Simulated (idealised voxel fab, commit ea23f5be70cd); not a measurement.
process module | voxel capacitor over wiring
cross-section cut | 210 nm wide | cells 5 nm
A cross-section is a grid of square cells, given in bands from the top down. A band is one or more rows of cells.
Each band's line starts with the height of the band's top and of its bottom, in nm. Then come its materials from left to right, each with its width in nm. One material with "throughout" fills the band from edge to edge. "air" is empty space.
Height 0 is the level under which the wafer as received is all one material. The lowest band goes on downwards, as in "0 down".
A width such as "30 to 40" changes by the same amount from each row of cells to the next, from the band's top row to its bottom row.
"no change" after a step means that no cell of the cross-section changed.
closed voids: empty space of 8 cells or more with no open way to the top, each as width x height at its distance from the left edge, in nm
after a step's settings: what the simulator itself notes on the step
overlay nm, on a step with a mask: how far to the right of its planned place the mask lay; to the left if negative
plan
1 op RECEIVE | material Si
2 op CONFORMAL_DEP | material SiO2 | thk nm 15
3 op DIRECTIONAL_DEP | material TiN | thk nm 5
4 op DIRECTIONAL_DEP | material W | thk nm 25
5 op MASKED_ETCH | tone cover | mask id METAL_1 | width nm 20 | pitch nm 80 | etch materials W | depth nm 25 | overlay nm 0
6 op MASKED_ETCH | tone cover | mask id METAL_1 | width nm 20 | pitch nm 80 | etch materials TiN | depth nm 5 | overlay nm 0
7 op CONFORMAL_DEP | material SiN | thk nm 5
8 op FILL_DEP | material lowk | thk nm 5
9 op CMP | height nm 45
10 op CONFORMAL_DEP | material SiCN | thk nm 5
11 op DIRECTIONAL_DEP | material SiO2 | thk nm 10
12 op MASKED_ETCH | tone open | mask id PLUG_1 | width nm 15 | etch materials SiO2 | depth nm 10 | overlay nm 0
13 op MASKED_ETCH | tone open | mask id PLUG_1 | width nm 15 | etch materials SiCN | depth nm 5 | overlay nm 0
14 op CONFORMAL_DEP | material TiN | thk nm 5
15 op FILL_DEP | material Cu | thk nm 5
16 op CMP | height nm 60
17 op DIRECTIONAL_DEP | material TiN | thk nm 5
18 op DIRECTIONAL_DEP | material Al2O3 | thk nm 5
19 op DIRECTIONAL_DEP | material TiN | thk nm 10
20 op DIRECTIONAL_DEP | material aC | thk nm 10
21 op PATTERN | tone cover | mask id UPPER_PLATE | material resist | width nm 65 | thk nm 25 | overlay nm 0
22 op DIRECTIONAL_ETCH | etch materials aC | depth nm 10
23 op STRIP | etch materials resist
24 op DIRECTIONAL_ETCH | etch materials TiN | depth nm 10
25 op DIRECTIONAL_ETCH | etch materials Al2O3 | depth nm 5
26 op STRIP | etch materials aC
27 op DIRECTIONAL_DEP | material aC | thk nm 10
28 op PATTERN | tone cover | mask id LOWER_PLATE | material resist | width nm 75 | thk nm 30 | overlay nm 0
29 op DIRECTIONAL_ETCH | etch materials aC | depth nm 10
30 op STRIP | etch materials resist
31 op DIRECTIONAL_ETCH | etch materials TiN | depth nm 5
32 op STRIP | etch materials aC
33 op FILL_DEP | material SiO2 | thk nm 20
34 op CMP | height nm 95
35 op MASKED_ETCH | tone open | mask id PLUG_2 | width nm 15 | etch materials SiO2 | depth nm 15 | overlay nm 0
36 op CONFORMAL_DEP | material TiN | thk nm 5
37 op FILL_DEP | material Ru | thk nm 5
38 op CMP | height nm 95
39 op CONFORMAL_DEP | material SiCN | thk nm 5
as received, after step 1
  0 down: Si throughout
  closed voids: none
a wafer at the end: this start, this plan, one mistake
  100 to 95: SiCN throughout
  95 to 85: SiO2 70 | TiN 5 | Ru 5 | TiN 5 | SiO2 125
  85 to 80: SiO2 70 | TiN 15 | SiO2 125
  80 to 70: SiO2 60 | TiN 65 | SiO2 85
  70 to 65: SiO2 60 | Al2O3 65 | SiO2 85
  65 to 60: SiO2 55 | TiN 75 | SiO2 80
  60 to 55: SiCN 60 | TiN 15 | SiCN 135
  55 to 45: SiO2 throughout
  45 to 20: lowk 50 | SiN 5 | W 20 | SiN 5 | lowk 50 | SiN 5 | W 20 | SiN 5 | lowk 50
  20 to 15: SiN 55 | TiN 20 | SiN 60 | TiN 20 | SiN 55
  15 to 0: SiO2 throughout
  0 down: Si throughout
  closed voids: none
what went wrong: steps 10 and 11 were swapped
